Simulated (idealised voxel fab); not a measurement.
Herein follows the process module entitled voxel self aligned vias.
Square cells of 5 nm make up the cross-section cut, whose width is 215 nm.
Cross-section layout: square cells on a grid; listed as bands, top to bottom; a band spans one or more cell rows. First you get the band's top height and its bottom height, in nm, and then the materials it's made of, left to right, with each width in nm. If you see a single material with "full width", that one covers the band edge to edge. "empty" is empty space. All heights in this document are referenced to 0, defined as the level beneath which the wafer, as received, consists entirely of one material. The lowest band is not bounded below; it extends indefinitely downward and is written in the form "from 0 down". Note: "30->40" means the width goes from the first number (top row of the band) to the second number (bottom row) in equal steps per row of cells. Given "remained unchanged" for a step, no cell of the cross-section differs between before and after that step. "Internal closed voids" enumerates empty spaces isolated from the top, with no open way to it, that contain at least 8 cells, giving each as width x height at distance from the left edge, all three in nm. The remark found on a step's line after its settings is issued by the simulator itself and pertains to that step. Regarding "overlay nm": on a step with a mask, it is the distance the mask lay to the right of its planned place; a negative value places it to the left.

This section lists the process steps that were planned
1. RECEIVE (material Si)
2. CONFORMAL_DEP (material SiO2; thk nm 10)
3. CONFORMAL_DEP (material SiCN; thk nm 5)
4. DIRECTIONAL_DEP (material lowk; thk nm 30)
5. MASKED_ETCH (tone open; mask id LINES; width nm 25; pitch nm 50; etch materials lowk; depth nm 30; overlay nm 0)
6. CONFORMAL_DEP (material TiN; thk nm 5)
7. FILL_DEP (material Ru; thk nm 5)
8. CMP (height nm 45)
9. SELECTIVE_ETCH (etch materials W Ru TiN; depth nm 5)
10. FILL_DEP (material SiN; thk nm 10)
11. CMP (height nm 45)
12. DIRECTIONAL_DEP (material lowk; thk nm 15)
13. PATTERN (tone open; mask id VIAS; material resist; width nm 35; thk nm 15; overlay nm 0)
14. DIRECTIONAL_ETCH (etch materials lowk; depth nm 15)
15. DIRECTIONAL_ETCH (etch materials SiN; depth nm 5)
16. STRIP (etch materials resist)
17. CONFORMAL_DEP (material TiN; thk nm 5)
18. FILL_DEP (material Cu; thk nm 10)
19. CMP (height nm 60)
20. CONFORMAL_DEP (material SiCN; thk nm 5)

First of two wafers: run as planned

Cross-section of the wafer at receipt, which is the condition after step 1
	from 0 down  Si full width
	Internal closed voids: none

after step 2
	from 10 to 0  SiO2 full width
	Whatever lies below 0 is exactly as it was before.

after step 3
	from 15 to 10  SiCN full width
	Whatever lies below 10 is exactly as it was before.

after step 4
	from 45 to 15  lowk full width
	Whatever lies below 15 is exactly as it was before.

after step 5
	from 45 to 15  70 nm lowk, then 25 nm empty, then 25 nm lowk, then 25 nm empty, then 70 nm lowk
	Whatever lies below 15 is exactly as it was before.

after step 6
	from 50 to 45  75 nm TiN, then 15 nm empty, then 35 nm TiN, then 15 nm empty, then 75 nm TiN
	from 45 to 20  70 nm lowk, then 5 nm TiN, then 15 nm empty, then 5 nm TiN, then 25 nm lowk, then 5 nm TiN, then 15 nm empty, then 5 nm TiN, then 70 nm lowk
	from 20 to 15  70 nm lowk, then 25 nm TiN, then 25 nm lowk, then 25 nm TiN, then 70 nm lowk
	Whatever lies below 15 is exactly as it was before.

after step 7
	from 55 to 50  Ru full width
	from 50 to 45  75 nm TiN, then 15 nm Ru, then 35 nm TiN, then 15 nm Ru, then 75 nm TiN
	from 45 to 20  70 nm lowk, then 5 nm TiN, then 15 nm Ru, then 5 nm TiN, then 25 nm lowk, then 5 nm TiN, then 15 nm Ru, then 5 nm TiN, then 70 nm lowk
	Whatever lies below 20 is exactly as it was before.

after step 8
	from 45 to 20  70 nm lowk, then 5 nm TiN, then 15 nm Ru, then 5 nm TiN, then 25 nm lowk, then 5 nm TiN, then 15 nm Ru, then 5 nm TiN, then 70 nm lowk
	Whatever lies below 20 is exactly as it was before.

after step 9
	from 45 to 40  70 nm lowk, then 25 nm empty, then 25 nm lowk, then 25 nm empty, then 70 nm lowk
	Whatever lies below 40 is exactly as it was before.

after step 10
	from 55 to 45  SiN full width
	from 45 to 40  70 nm lowk, then 25 nm SiN, then 25 nm lowk, then 25 nm SiN, then 70 nm lowk
	Whatever lies below 40 is exactly as it was before.

after step 11
	from 45 to 40  70 nm lowk, then 25 nm SiN, then 25 nm lowk, then 25 nm SiN, then 70 nm lowk
	Whatever lies below 40 is exactly as it was before.

after step 12
	from 60 to 45  lowk full width
	Whatever lies below 45 is exactly as it was before.

after step 13
	from 75 to 60  65 nm resist, then 35 nm empty, then 115 nm resist
	Whatever lies below 60 is exactly as it was before.

after step 14
	from 75 to 60  65 nm resist, then 35 nm empty, then 115 nm resist
	from 60 to 45  65 nm lowk, then 35 nm empty, then 115 nm lowk
	Whatever lies below 45 is exactly as it was before.

after step 15
	from 75 to 60  65 nm resist, then 35 nm empty, then 115 nm resist
	from 60 to 45  65 nm lowk, then 35 nm empty, then 115 nm lowk
	from 45 to 40  70 nm lowk, then 25 nm empty, then 25 nm lowk, then 25 nm SiN, then 70 nm lowk
	Whatever lies below 40 is exactly as it was before.

after step 16
	from 60 to 45  65 nm lowk, then 35 nm empty, then 115 nm lowk
	Whatever lies below 45 is exactly as it was before.

after step 17
	from 65 to 60  70 nm TiN, then 25 nm empty, then 120 nm TiN
	from 60 to 50  65 nm lowk, then 5 nm TiN, then 25 nm empty, then 5 nm TiN, then 115 nm lowk
	from 50 to 45  65 nm lowk, then 10 nm TiN, then 15 nm empty, then 10 nm TiN, then 115 nm lowk
	from 45 to 40  70 nm lowk, then 25 nm TiN, then 25 nm lowk, then 25 nm SiN, then 70 nm lowk
	Whatever lies below 40 is exactly as it was before.

after step 18
	from 75 to 65  Cu full width
	from 65 to 60  70 nm TiN, then 25 nm Cu, then 120 nm TiN
	from 60 to 50  65 nm lowk, then 5 nm TiN, then 25 nm Cu, then 5 nm TiN, then 115 nm lowk
	from 50 to 45  65 nm lowk, then 10 nm TiN, then 15 nm Cu, then 10 nm TiN, then 115 nm lowk
	Whatever lies below 45 is exactly as it was before.

after step 19
	from 60 to 50  65 nm lowk, then 5 nm TiN, then 25 nm Cu, then 5 nm TiN, then 115 nm lowk
	Whatever lies below 50 is exactly as it was before.

after step 20
	from 65 to 60  SiCN full width
	Whatever lies below 60 is exactly as it was before.

Wafer two of two - same starting point, same process plan, one mistake in execution; matches wafer one up to and including step 18

Cross-section of the second wafer at the time by which step 19 should have been completed according to the plan: remained unchanged

Cross-section of the second wafer at the time by which step 20 should have been completed according to the plan
	from 80 to 75  SiCN full width
	Whatever lies below 75 is exactly as it was before.
What was the processing mistake? no execution of plan step 19; skipped
End check, counted in cells, second wafer has more or fewer of these materials than the first: 91 more of Cu, 38 more of TiN
